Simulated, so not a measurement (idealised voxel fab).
This section sets out a process module, namely voxel self aligned contacts.
Cross-section cut spans 210 nm and uses square cells 5 nm in size.
Cross-sections here: square-cell grids, written as top-down lists of bands, a band being one or more rows of cells. In this notation a band is specified by the heights of its top and bottom, in that order and in nm, after which its materials appear from left to right, each paired with its width in nm. The word "full width" attached to a single material means that material fills the band from edge to edge; the word "blank" stands for empty space. We count height from 0. Below that, the starting wafer is all one material. The lowest band never ends at the bottom but goes on down; see "0 and below" for how that is written. Width: "30 to 40" (first number = top row, second number = bottom row, same change from row to row of cells). It should be understood that the words "no modification", when stated for a given step, signify that the cross-section underwent no change in any of its cells during that step. Under "Completely sealed voids" you'll find the enclosed gaps, the ones with no way out to the top, that are 8 cells or bigger; each reads width x height at distance, with distance counted from the left edge, everything in nm. Read whatever lies past the settings on a step's line as the simulator's own remark about the step. overlay nm: mask right of planned place by this much (step with mask). Neg. = left.

## These are the steps we planned for the process
1: RECEIVE: material Si
2: CONFORMAL_DEP: material SiO2, thk nm 5
3: DIRECTIONAL_DEP: material polySi, thk nm 20
4: DIRECTIONAL_DEP: material SiN, thk nm 25
5: PATTERN: tone cover, mask id GATE, material resist, width nm 25, pitch nm 65, thk nm 20, overlay nm 0
6: DIRECTIONAL_ETCH: etch materials SiN, depth nm 25
7: DIRECTIONAL_ETCH: etch materials polySi, depth nm 20
8: STRIP: etch materials resist
9: CONFORMAL_DEP: material SiN, thk nm 10
10: DIRECTIONAL_ETCH: etch materials SiN, depth nm 10
11: FILL_DEP: material SiO2, thk nm 15
12: CMP: height nm 60
13: PATTERN: tone open, mask id CONTACT, material resist, width nm 50, thk nm 20, overlay nm 0
14: DIRECTIONAL_ETCH: etch materials SiO2, depth nm 60
15: STRIP: etch materials resist
16: CONFORMAL_DEP: material TiN, thk nm 5
17: FILL_DEP: material W, thk nm 10
18: CMP: height nm 60
19: CONFORMAL_DEP: material SiCN, thk nm 5

## As-received wafer cross-section (after step 1)
0 and below: Si full width
Completely sealed voids: none

## Here's the cross-section of the first of our two wafers at the end of the module - it ran as planned
65 down to 60: SiCN full width
60 down to 50: 80 of SiO2, then 5 to 20 of TiN, then 40 to 10 of W, then 5 to 20 of TiN, then 80 of SiO2
50 down to 25: 50 of SiO2, then 45 of SiN, then 5 of TiN, then 10 of W, then 5 of TiN, then 45 of SiN, then 50 of SiO2
25 down to 5: 50 of SiO2, then 10 of SiN, then 25 of polySi, then 10 of SiN, then 5 of TiN, then 10 of W, then 5 of TiN, then 10 of SiN, then 25 of polySi, then 10 of SiN, then 50 of SiO2
5 down to 0: 95 of SiO2, then 20 of TiN, then 95 of SiO2
0 and below: Si full width
Completely sealed voids: none

## The second wafer, shown in cross-section after the module: started the same way as the first and given the same plan, yet one mistake crept into how it was run
65 down to 60: SiCN full width
60 down to 50: 80 of SiO2, then 5 to 10 of TiN, then 40 to 10 of W, then 5 to 30 of TiN, then 80 of SiO2
50 down to 25: 40 of SiO2, then 45 of SiN, then 5 of TiN, then 10 of W, then 5 of TiN, then 45 of SiN, then 60 of SiO2
25 down to 5: 40 of SiO2, then 10 of SiN, then 25 of polySi, then 10 of SiN, then 5 of TiN, then 10 of W, then 5 of TiN, then 10 of SiN, then 25 of polySi, then 10 of SiN, then 60 of SiO2
5 down to 0: 85 of SiO2, then 20 of TiN, then 105 of SiO2
0 and below: Si full width
Completely sealed voids: none
Diagnosis: for step 5, the planned setting was not used; the step was instead run as PATTERN: tone cover, mask id GATE, material resist, width nm 25, pitch nm 65, thk nm 20, overlay nm -10
Matching per-material cell counts, mismatched positions: that is how the second wafer compares with the first at the end.
